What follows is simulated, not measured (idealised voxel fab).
voxel capacitor over wiring: a process module
Pictured: cross-section cut, 290 nm wide, on a grid of 5 nm square cells.
Square cells in a grid make up a cross-section in this document, and the grid is given as bands, listed from the top down, each one or more rows of cells. The entry gives the band's vertical extent as a top height and a bottom height in nm, then its horizontal make-up as materials from left to right, each with a width in nm. "air" stands for empty space; a single material marked "edge to edge" fills the band edge to edge. Heights are expressed relative to 0, this being the level below which the as-received wafer comprises one material exclusively. The lowest band is unbounded in the downward direction and is denoted as in "z 0 and below". The expression "30 to 40" gives the width at the extremes of the band, the first number at its top row of cells and the second at its bottom row, with the width changing by equal amounts from each row to the next in between. "everything unchanged", as given for a step, is the statement that not any cell of the cross-section underwent a change during that step. Reported under the label "Completely sealed voids" are the empty spaces having no open way to the top and comprising 8 cells or more; the notation for each is width x height at distance, in which the distance is measured from the left edge and all three values are in nm. Past the settings on a step's line: simulator remark, on that step. overlay nm: step with mask; distance mask lay right of planned place; negative value = left of planned place.

Below is the list of planned process steps:
1 RECEIVE | material Si
2 CONFORMAL_DEP | material SiO2 | thk nm 10
3 DIRECTIONAL_DEP | material TiN | thk nm 5
4 DIRECTIONAL_DEP | material Ru | thk nm 25
5 PATTERN | tone cover | mask id METAL_1 | material resist | width nm 25 | pitch nm 95 | thk nm 15 | overlay nm 0
6 DIRECTIONAL_ETCH | etch materials Ru | depth nm 25
7 DIRECTIONAL_ETCH | etch materials TiN | depth nm 5
8 STRIP | etch materials resist
9 CONFORMAL_DEP | material SiCN | thk nm 5
10 FILL_DEP | material SiO2 | thk nm 10
11 CMP | height nm 40
12 CONFORMAL_DEP | material SiCN | thk nm 5
13 DIRECTIONAL_DEP | material SiO2 | thk nm 15
14 MASKED_ETCH | tone open | mask id PLUG_1 | width nm 15 | etch materials SiO2 | depth nm 15 | overlay nm 0
15 MASKED_ETCH | tone open | mask id PLUG_1 | width nm 15 | etch materials SiCN | depth nm 5 | overlay nm 0
16 CONFORMAL_DEP | material TiN | thk nm 5
17 FILL_DEP | material W | thk nm 5
18 CMP | height nm 60
19 DIRECTIONAL_DEP | material TiN | thk nm 5
20 DIRECTIONAL_DEP | material SiN | thk nm 5
21 DIRECTIONAL_DEP | material TiN | thk nm 5
22 DIRECTIONAL_DEP | material aC | thk nm 10
23 PATTERN | tone cover | mask id UPPER_PLATE | material resist | width nm 75 | thk nm 25 | overlay nm 0
24 DIRECTIONAL_ETCH | etch materials aC | depth nm 10
25 STRIP | etch materials resist
26 DIRECTIONAL_ETCH | etch materials TiN | depth nm 5
27 DIRECTIONAL_ETCH | etch materials SiN | depth nm 5
28 STRIP | etch materials aC
29 MASKED_ETCH | tone cover | mask id LOWER_PLATE | width nm 85 | etch materials TiN | depth nm 5 | overlay nm 0
30 FILL_DEP | material SiO2 | thk nm 15
31 CMP | height nm 85
32 DIRECTIONAL_DEP | material aC | thk nm 15
33 PATTERN | tone open | mask id PLUG_2 | material resist | width nm 15 | thk nm 30 | overlay nm 0
34 DIRECTIONAL_ETCH | etch materials aC | depth nm 15
35 STRIP | etch materials resist
36 DIRECTIONAL_ETCH | etch materials SiO2 | depth nm 10
37 STRIP | etch materials aC
38 CONFORMAL_DEP | material TiN | thk nm 5
39 FILL_DEP | material W | thk nm 5
40 CMP | height nm 85
41 CONFORMAL_DEP | material SiN | thk nm 5

First wafer of two (run as planned):

Delivered wafer in cross-section: state after step 1:
z 0 and below  Si edge to edge
Completely sealed voids: none

Once step 2 is through, the wafer looks like this in cross-section:
z 10 to 0  SiO2 edge to edge
Heights below 0 show no change.

Once step 3 is through, the wafer looks like this in cross-section:
z 15 to 10  TiN edge to edge
Heights below 10 show no change.

Once step 4 is through, the wafer looks like this in cross-section:
z 40 to 15  Ru edge to edge
Heights below 15 show no change.

Once step 5 is through, the wafer looks like this in cross-section:
z 55 to 40  air 85 | resist 25 | air 70 | resist 25 | air 85
Heights below 40 show no change.

Once step 6 is through, the wafer looks like this in cross-section:
z 55 to 40  air 85 | resist 25 | air 70 | resist 25 | air 85
z 40 to 15  air 85 | Ru 25 | air 70 | Ru 25 | air 85
Heights below 15 show no change.

Once step 7 is through, the wafer looks like this in cross-section:
z 55 to 40  air 85 | resist 25 | air 70 | resist 25 | air 85
z 40 to 15  air 85 | Ru 25 | air 70 | Ru 25 | air 85
z 15 to 10  air 85 | TiN 25 | air 70 | TiN 25 | air 85
Heights below 10 show no change.

Once step 8 is through, the wafer looks like this in cross-section:
z 40 to 15  air 85 | Ru 25 | air 70 | Ru 25 | air 85
Heights below 15 show no change.

Once step 9 is through, the wafer looks like this in cross-section:
z 45 to 40  air 80 | SiCN 35 | air 60 | SiCN 35 | air 80
z 40 to 15  air 80 | SiCN 5 | Ru 25 | SiCN 5 | air 60 | SiCN 5 | Ru 25 | SiCN 5 | air 80
z 15 to 10  SiCN 85 | TiN 25 | SiCN 70 | TiN 25 | SiCN 85
Heights below 10 show no change.

Once step 10 is through, the wafer looks like this in cross-section:
z 55 to 45  SiO2 edge to edge
z 45 to 40  SiO2 80 | SiCN 35 | SiO2 60 | SiCN 35 | SiO2 80
z 40 to 15  SiO2 80 | SiCN 5 | Ru 25 | SiCN 5 | SiO2 60 | SiCN 5 | Ru 25 | SiCN 5 | SiO2 80
Heights below 15 show no change.

Once step 11 is through, the wafer looks like this in cross-section:
z 40 to 15  SiO2 80 | SiCN 5 | Ru 25 | SiCN 5 | SiO2 60 | SiCN 5 | Ru 25 | SiCN 5 | SiO2 80
Heights below 15 show no change.

Once step 12 is through, the wafer looks like this in cross-section:
z 45 to 40  SiCN edge to edge
Heights below 40 show no change.

Once step 13 is through, the wafer looks like this in cross-section:
z 60 to 45  SiO2 edge to edge
Heights below 45 show no change.

Once step 14 is through, the wafer looks like this in cross-section:
z 60 to 45  SiO2 95 | air 15 | SiO2 180
Heights below 45 show no change.

Once step 15 is through, the wafer looks like this in cross-section:
z 60 to 45  SiO2 95 | air 15 | SiO2 180
z 45 to 40  SiCN 95 | air 15 | SiCN 180
Heights below 40 show no change.

Once step 16 is through, the wafer looks like this in cross-section:
z 65 to 60  TiN 100 | air 5 | TiN 185
z 60 to 45  SiO2 95 | TiN 5 | air 5 | TiN 5 | SiO2 180
z 45 to 40  SiCN 95 | TiN 15 | SiCN 180
Heights below 40 show no change.

Once step 17 is through, the wafer looks like this in cross-section:
z 70 to 65  W edge to edge
z 65 to 60  TiN 100 | W 5 | TiN 185
z 60 to 45  SiO2 95 | TiN 5 | W 5 | TiN 5 | SiO2 180
Heights below 45 show no change.

Once step 18 is through, the wafer looks like this in cross-section:
z 60 to 45  SiO2 95 | TiN 5 | W 5 | TiN 5 | SiO2 180
Heights below 45 show no change.

Once step 19 is through, the wafer looks like this in cross-section:
z 65 to 60  TiN edge to edge
Heights below 60 show no change.

Once step 20 is through, the wafer looks like this in cross-section:
z 70 to 65  SiN edge to edge
Heights below 65 show no change.

Once step 21 is through, the wafer looks like this in cross-section:
z 75 to 70  TiN edge to edge
Heights below 70 show no change.

Once step 22 is through, the wafer looks like this in cross-section:
z 85 to 75  aC edge to edge
Heights below 75 show no change.

Once step 23 is through, the wafer looks like this in cross-section:
z 110 to 85  air 95 | resist 75 | air 120
Heights below 85 show no change.

Once step 24 is through, the wafer looks like this in cross-section:
z 100 to 85  air 95 | resist 75 | air 120
z 85 to 75  air 95 | aC 75 | air 120
Heights below 75 show no change.

Once step 25 is through, the wafer looks like this in cross-section:
z 85 to 75  air 95 | aC 75 | air 120
Heights below 75 show no change.

Once step 26 is through, the wafer looks like this in cross-section:
z 85 to 75  air 95 | aC 75 | air 120
z 75 to 70  air 95 | TiN 75 | air 120
Heights below 70 show no change.

Once step 27 is through, the wafer looks like this in cross-section:
z 85 to 75  air 95 | aC 75 | air 120
z 75 to 70  air 95 | TiN 75 | air 120
z 70 to 65  air 95 | SiN 75 | air 120
Heights below 65 show no change.

Once step 28 is through, the wafer looks like this in cross-section:
z 75 to 70  air 95 | TiN 75 | air 120
Heights below 70 show no change.

Once step 29 is through, the wafer looks like this in cross-section:
z 75 to 70  air 95 | TiN 75 | air 120
z 70 to 65  air 95 | SiN 75 | air 120
z 65 to 60  air 90 | TiN 85 | air 115
Heights below 60 show no change.

Once step 30 is through, the wafer looks like this in cross-section:
z 90 to 75  SiO2 edge to edge
z 75 to 70  SiO2 95 | TiN 75 | SiO2 120
z 70 to 65  SiO2 95 | SiN 75 | SiO2 120
z 65 to 60  SiO2 90 | TiN 85 | SiO2 115
Heights below 60 show no change.

Once step 31 is through, the wafer looks like this in cross-section:
z 85 to 75  SiO2 edge to edge
Heights below 75 show no change.

Once step 32 is through, the wafer looks like this in cross-section:
z 100 to 85  aC edge to edge
Heights below 85 show no change.

Once step 33 is through, the wafer looks like this in cross-section:
z 130 to 100  resist 105 | air 15 | resist 170
Heights below 100 show no change.

Once step 34 is through, the wafer looks like this in cross-section:
z 115 to 100  resist 105 | air 15 | resist 170
z 100 to 85  aC 105 | air 15 | aC 170
Heights below 85 show no change.

Once step 35 is through, the wafer looks like this in cross-section:
z 100 to 85  aC 105 | air 15 | aC 170
Heights below 85 show no change.

Once step 36 is through, the wafer looks like this in cross-section:
z 100 to 85  aC 105 | air 15 | aC 170
z 85 to 75  SiO2 105 | air 15 | SiO2 170
Heights below 75 show no change.

Once step 37 is through, the wafer looks like this in cross-section:
z 85 to 75  SiO2 105 | air 15 | SiO2 170
Heights below 75 show no change.

Once step 38 is through, the wafer looks like this in cross-section:
z 90 to 85  TiN 110 | air 5 | TiN 175
z 85 to 80  SiO2 105 | TiN 5 | air 5 | TiN 5 | SiO2 170
z 80 to 70  SiO2 105 to 95 | TiN 15 to 75 | SiO2 170 to 120
Heights below 70 show no change.

Once step 39 is through, the wafer looks like this in cross-section:
z 95 to 90  W edge to edge
z 90 to 85  TiN 110 | W 5 | TiN 175
z 85 to 80  SiO2 105 | TiN 5 | W 5 | TiN 5 | SiO2 170
Heights below 80 show no change.

Once step 40 is through, the wafer looks like this in cross-section:
z 85 to 80  SiO2 105 | TiN 5 | W 5 | TiN 5 | SiO2 170
Heights below 80 show no change.

Once step 41 is through, the wafer looks like this in cross-section:
z 90 to 85  SiN edge to edge
Heights below 85 show no change.

Second wafer, same starting conditions and recipe as the first, one mistake in executing it, nothing differs from the first up to and including step 13:

X-section, second wafer, when step 14 was due to finish:
z 60 to 45  air 95 | SiO2 15 | air 180
Heights below 45 show no change.

X-section, second wafer, when step 15 was due to finish: everything unchanged

X-section, second wafer, when step 16 was due to finish:
z 65 to 60  air 90 | TiN 25 | air 175
z 60 to 50  air 90 | TiN 5 | SiO2 15 | TiN 5 | air 175
z 50 to 45  TiN 95 | SiO2 15 | TiN 180
Heights below 45 show no change.

X-section, second wafer, when step 17 was due to finish:
z 70 to 65  W edge to edge
z 65 to 60  W 90 | TiN 25 | W 175
z 60 to 50  W 90 | TiN 5 | SiO2 15 | TiN 5 | W 175
Heights below 50 show no change.

X-section, second wafer, when step 18 was due to finish:
z 60 to 50  W 90 | TiN 5 | SiO2 15 | TiN 5 | W 175
Heights below 50 show no change.

X-section, second wafer, when step 19 was due to finish:
z 65 to 60  TiN edge to edge
Heights below 60 show no change.

X-section, second wafer, when step 20 was due to finish:
z 70 to 65  SiN edge to edge
Heights below 65 show no change.

X-section, second wafer, when step 21 was due to finish:
z 75 to 70  TiN edge to edge
Heights below 70 show no change.

X-section, second wafer, when step 22 was due to finish:
z 85 to 75  aC edge to edge
Heights below 75 show no change.

X-section, second wafer, when step 23 was due to finish:
z 110 to 85  air 95 | resist 75 | air 120
Heights below 85 show no change.

X-section, second wafer, when step 24 was due to finish:
z 100 to 85  air 95 | resist 75 | air 120
z 85 to 75  air 95 | aC 75 | air 120
Heights below 75 show no change.

X-section, second wafer, when step 25 was due to finish:
z 85 to 75  air 95 | aC 75 | air 120
Heights below 75 show no change.

X-section, second wafer, when step 26 was due to finish:
z 85 to 75  air 95 | aC 75 | air 120
z 75 to 70  air 95 | TiN 75 | air 120
Heights below 70 show no change.

X-section, second wafer, when step 27 was due to finish:
z 85 to 75  air 95 | aC 75 | air 120
z 75 to 70  air 95 | TiN 75 | air 120
z 70 to 65  air 95 | SiN 75 | air 120
Heights below 65 show no change.

X-section, second wafer, when step 28 was due to finish:
z 75 to 70  air 95 | TiN 75 | air 120
Heights below 70 show no change.

X-section, second wafer, when step 29 was due to finish:
z 75 to 70  air 95 | TiN 75 | air 120
z 70 to 65  air 95 | SiN 75 | air 120
z 65 to 60  air 90 | TiN 85 | air 115
Heights below 60 show no change.

X-section, second wafer, when step 30 was due to finish:
z 90 to 75  SiO2 edge to edge
z 75 to 70  SiO2 95 | TiN 75 | SiO2 120
z 70 to 65  SiO2 95 | SiN 75 | SiO2 120
z 65 to 60  SiO2 90 | TiN 85 | SiO2 115
Heights below 60 show no change.

X-section, second wafer, when step 31 was due to finish:
z 85 to 75  SiO2 edge to edge
Heights below 75 show no change.

X-section, second wafer, when step 32 was due to finish:
z 100 to 85  aC edge to edge
Heights below 85 show no change.

X-section, second wafer, when step 33 was due to finish:
z 130 to 100  resist 105 | air 15 | resist 170
Heights below 100 show no change.

X-section, second wafer, when step 34 was due to finish:
z 115 to 100  resist 105 | air 15 | resist 170
z 100 to 85  aC 105 | air 15 | aC 170
Heights below 85 show no change.

X-section, second wafer, when step 35 was due to finish:
z 100 to 85  aC 105 | air 15 | aC 170
Heights below 85 show no change.

X-section, second wafer, when step 36 was due to finish:
z 100 to 85  aC 105 | air 15 | aC 170
z 85 to 75  SiO2 105 | air 15 | SiO2 170
Heights below 75 show no change.

X-section, second wafer, when step 37 was due to finish:
z 85 to 75  SiO2 105 | air 15 | SiO2 170
Heights below 75 show no change.

X-section, second wafer, when step 38 was due to finish:
z 90 to 85  TiN 110 | air 5 | TiN 175
z 85 to 80  SiO2 105 | TiN 5 | air 5 | TiN 5 | SiO2 170
z 80 to 70  SiO2 105 to 95 | TiN 15 to 75 | SiO2 170 to 120
Heights below 70 show no change.

X-section, second wafer, when step 39 was due to finish:
z 95 to 90  W edge to edge
z 90 to 85  TiN 110 | W 5 | TiN 175
z 85 to 80  SiO2 105 | TiN 5 | W 5 | TiN 5 | SiO2 170
Heights below 80 show no change.

X-section, second wafer, when step 40 was due to finish:
z 85 to 80  SiO2 105 | TiN 5 | W 5 | TiN 5 | SiO2 170
Heights below 80 show no change.

X-section, second wafer, when step 41 was due to finish:
z 90 to 85  SiN edge to edge
Heights below 85 show no change.
What went wrong in running the wafer? off-plan run, step 14, actual operation and settings MASKED_ETCH | tone cover | mask id PLUG_1 | width nm 15 | etch materials SiO2 | depth nm 15 | overlay nm 0
Final comparison by cell count, materials where the second wafer has more or fewer than the first: 3 more of SiCN, 156 fewer of SiO2, 50 more of TiN, 103 more of W
